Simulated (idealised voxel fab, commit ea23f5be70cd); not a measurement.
Module name: voxel transistor to metal (process module)
Displayed cross-section: cut, width of 200 nm, square cells sized 5 nm.
Cross-section layout: square cells on a grid; listed as bands, top to bottom; a band spans one or more cell rows.
Read a band's entry like this: the first values are the height of its top and the height of its bottom in nm, and what follows is the sequence of materials from left to right, each with its width in nm. Note that "air" is empty space, and that a single material marked "all across" reaches across the band from edge to edge.
Heights from 0 (as-received wafer is one material below). Bottom band endless downward, as "0 down".
Graded width ("30->40"): value in top row of band = first number; value in bottom row = second number; row-to-row change constant.
Where the words "nothing was modified" appear for a step, the cross-section shows no cell changed by that step; every cell remained as before.
Basically, "Enclosed internal voids" tells you about the enclosed voids: empty spaces with no open way to the top, 8 cells or bigger, each written width x height at distance, where distance is from the left edge, all in nm.
On each step's line, the part that comes after the settings is the simulator's own comment on the step.
You can add "overlay nm" to a step's line. For a step with a mask, it describes how far the mask lay to the right of its planned position, and a negative number describes a lay to the left.

Process steps foreseen in the plan
1: RECEIVE with material Si
2: CONFORMAL_DEP with material SiO2, thk nm 5
3: CONFORMAL_DEP with material SiN, thk nm 15
4: MASKED_ETCH with tone cover, mask id ACTIVE, width nm 95, etch materials SiN, depth nm 15, overlay nm 0
5: MASKED_ETCH with tone cover, mask id ACTIVE, width nm 95, etch materials SiO2, depth nm 5, overlay nm 0
6: MASKED_ETCH with tone cover, mask id ACTIVE, width nm 95, etch materials Si, depth nm 30, overlay nm 0
7: OXIDIZE with depth nm 5
8: FILL_DEP with material SiO2, thk nm 10
9: CMP with height nm 20
10: SELECTIVE_ETCH with etch materials SiO2, depth nm 10
11: STRIP with etch materials SiN
12: SELECTIVE_ETCH with etch materials SiO2, depth nm 5
13: OXIDIZE with depth nm 5
14: DIRECTIONAL_DEP with material polySi, thk nm 30
15: DIRECTIONAL_DEP with material SiCN, thk nm 15
16: PATTERN with tone cover, mask id GATE, material resist, width nm 15, thk nm 20, overlay nm 0
17: DIRECTIONAL_ETCH with etch materials SiCN, depth nm 25
18: DIRECTIONAL_ETCH with etch materials polySi, depth nm 40
19: STRIP with etch materials resist
20: CONFORMAL_DEP with material SiO2, thk nm 5
21: DIRECTIONAL_ETCH with etch materials SiO2, depth nm 5
22: CONFORMAL_DEP with material SiN, thk nm 5
23: DIRECTIONAL_ETCH with etch materials SiN, depth nm 5
24: DIRECTIONAL_ETCH with etch materials SiO2, depth nm 5
25: DIRECTIONAL_ETCH with etch materials Si, depth nm 15
26: EPI with material pSi, thk nm 20
27: FILL_DEP with material SiO2, thk nm 5
28: CMP with height nm 45
29: DIRECTIONAL_DEP with material SiO2, thk nm 10
30: PATTERN with tone open, mask id CONTACT, material resist, width nm 20, pitch nm 65, thk nm 20, overlay nm 0
31: DIRECTIONAL_ETCH with etch materials SiO2, depth nm 55
32: STRIP with etch materials resist
33: CONFORMAL_DEP with material TiN, thk nm 5
34: FILL_DEP with material Ru, thk nm 5
35: CMP with height nm 55
36: DIRECTIONAL_DEP with material TiN, thk nm 5
37: DIRECTIONAL_DEP with material W, thk nm 25
38: MASKED_ETCH with tone cover, mask id METAL_1, width nm 20, pitch nm 65, etch materials W, depth nm 25, overlay nm 0
39: MASKED_ETCH with tone cover, mask id METAL_1, width nm 20, pitch nm 65, etch materials TiN, depth nm 5, overlay nm 0
40: CONFORMAL_DEP with material SiCN, thk nm 5
41: FILL_DEP with material lowk, thk nm 5
42: CMP with height nm 85
43: CONFORMAL_DEP with material SiCN, thk nm 5
44: DIRECTIONAL_DEP with material SiO2, thk nm 35
45: MASKED_ETCH with tone open, mask id METAL_2, width nm 20, pitch nm 65, etch materials SiO2, depth nm 20, overlay nm 0
46: MASKED_ETCH with tone open, mask id METAL_2_HOLES, width nm 15, pitch nm 65, etch materials SiO2, depth nm 15, overlay nm 0
47: MASKED_ETCH with tone open, mask id METAL_2_HOLES, width nm 15, pitch nm 65, etch materials SiCN, depth nm 5, overlay nm 0
48: CONFORMAL_DEP with material TiN, thk nm 5
49: FILL_DEP with material Cu, thk nm 5
50: CMP with height nm 125
51: CONFORMAL_DEP with material SiN, thk nm 5

As received (post step 1): cross-section
    0 down  Si all across
    Enclosed internal voids: none

As-planned run: cross-section of the first of two wafers at end of module
    130 to 125  SiN all across
    125 to 110  55 of SiO2, 5 of TiN, 10 of Cu, 5 of TiN, 45 of SiO2, 5 of TiN, 10 of Cu, 5 of TiN, 60 of SiO2
    110 to 105  55 of SiO2, 5 of TiN, 5 of Cu, 10 of TiN, 45 of SiO2, 5 of TiN, 5 of Cu, 10 of TiN, 60 of SiO2
    105 to 90  55 of SiO2, 5 of TiN, 5 of Cu, 5 of TiN, 50 of SiO2, 5 of TiN, 5 of Cu, 5 of TiN, 65 of SiO2
    90 to 85  55 of SiCN, 15 of TiN, 50 of SiCN, 15 of TiN, 65 of SiCN
    85 to 60  50 of lowk, 5 of SiCN, 20 of W, 5 of SiCN, 35 of lowk, 5 of SiCN, 20 of W, 5 of SiCN, 55 of lowk
    60 to 55  55 of SiCN, 20 of TiN, 45 of SiCN, 20 of TiN, 60 of SiCN
    55 to 45  55 of SiO2, 5 of TiN, 10 of Ru, 5 of TiN, 45 of SiO2, 5 of TiN, 10 of Ru, 5 of TiN, 60 of SiO2
    45 to 30  55 of SiO2, 5 of TiN, 10 of Ru, 5 of TiN, 5 of SiO2, 5 of SiN, 5 of SiO2, 15 of SiCN, 5 of SiO2, 5 of SiN, 5 of SiO2, 5 of TiN, 10 of Ru, 5 of TiN, 60 of SiO2
    30 to 20  55 of SiO2, 5 of TiN, 10 of Ru, 5 of TiN, 5 of SiO2, 5 of SiN, 5 of SiO2, 15 of polySi, 5 of SiO2, 5 of SiN, 5 of SiO2, 5 of TiN, 10 of Ru, 5 of TiN, 60 of SiO2
    20 to 15  55 of SiO2, 20 of TiN, 5 of SiO2, 5 of SiN, 5 of SiO2, 15 of polySi, 5 of SiO2, 5 of SiN, 5 of SiO2, 20 of TiN, 60 of SiO2
    15 to 5  55 of SiO2, 5 of TiN, 20 of pSi, 5 of SiN, 5 of SiO2, 15 of polySi, 5 of SiO2, 5 of SiN, 20 of pSi, 5 of TiN, 60 of SiO2
    5 to 0  50 of SiO2, 5 of SiN, 5 of TiN, 20 of pSi, 5 of SiN, 5 of SiO2, 15 of polySi, 5 of SiO2, 5 of SiN, 20 of pSi, 5 of TiN, 5 of SiN, 55 of SiO2
    0 to -5  55 of SiO2, 25 of pSi, 35 of SiO2, 25 of pSi, 60 of SiO2
    -5 to -20  55 of SiO2, 25 of pSi, 35 of Si, 25 of pSi, 60 of SiO2
    -20 to -35  55 of SiO2, 85 of Si, 60 of SiO2
    -35 down  Si all across
    Enclosed internal voids: none

Cross-sectional view: second of two wafers, end of module; start and plan identical to the first, one mistake in running
    130 to 125  SiN all across
    125 to 110  55 of SiO2, 5 of TiN, 10 of Cu, 5 of TiN, 45 of SiO2, 5 of TiN, 10 of Cu, 5 of TiN, 60 of SiO2
    110 to 105  55 of SiO2, 5 of TiN, 5 of Cu, 10 of TiN, 45 of SiO2, 5 of TiN, 5 of Cu, 10 of TiN, 60 of SiO2
    105 to 90  55 of SiO2, 5 of TiN, 5 of Cu, 5 of TiN, 50 of SiO2, 5 of TiN, 5 of Cu, 5 of TiN, 65 of SiO2
    90 to 85  55 of SiCN, 15 of TiN, 50 of SiCN, 15 of TiN, 65 of SiCN
    85 to 60  50 of lowk, 5 of SiCN, 20 of W, 5 of SiCN, 35 of lowk, 5 of SiCN, 20 of W, 5 of SiCN, 55 of lowk
    60 to 55  55 of SiCN, 20 of TiN, 45 of SiCN, 20 of TiN, 60 of SiCN
    55 to 45  55 of SiO2, 5 of TiN, 10 of Ru, 5 of TiN, 45 of SiO2, 5 of TiN, 10 of Ru, 5 of TiN, 60 of SiO2
    45 to 30  55 of SiO2, 5 of TiN, 10 of Ru, 5 of TiN, 15 of SiO2, 15 of SiCN, 15 of SiO2, 5 of TiN, 10 of Ru, 5 of TiN, 60 of SiO2
    30 to 20  55 of SiO2, 5 of TiN, 10 of Ru, 5 of TiN, 15 of SiO2, 15 of polySi, 15 of SiO2, 5 of TiN, 10 of Ru, 5 of TiN, 60 of SiO2
    20 to 15  55 of SiO2, 20 of TiN, 15 of SiO2, 15 of polySi, 15 of SiO2, 20 of TiN, 60 of SiO2
    15 to 0  55 of SiO2, 10 of TiN, 20 of pSi, 5 of SiO2, 15 of polySi, 5 of SiO2, 20 of pSi, 10 of TiN, 60 of SiO2
    0 to -5  50 of SiO2, 35 of pSi, 25 of SiO2, 35 of pSi, 55 of SiO2
    -5 to -20  55 of SiO2, 30 of pSi, 25 of Si, 30 of pSi, 60 of SiO2
    -20 to -35  55 of SiO2, 85 of Si, 60 of SiO2
    -35 down  Si all across
    Enclosed internal voids: none
Processing error: plan step 22: skipped, not run
Cell-count delta at end, second wafer over first, by material: Si: 6 fewer; SiN: 20 fewer; SiO2: 10 more; TiN: 6 more; pSi: 10 more
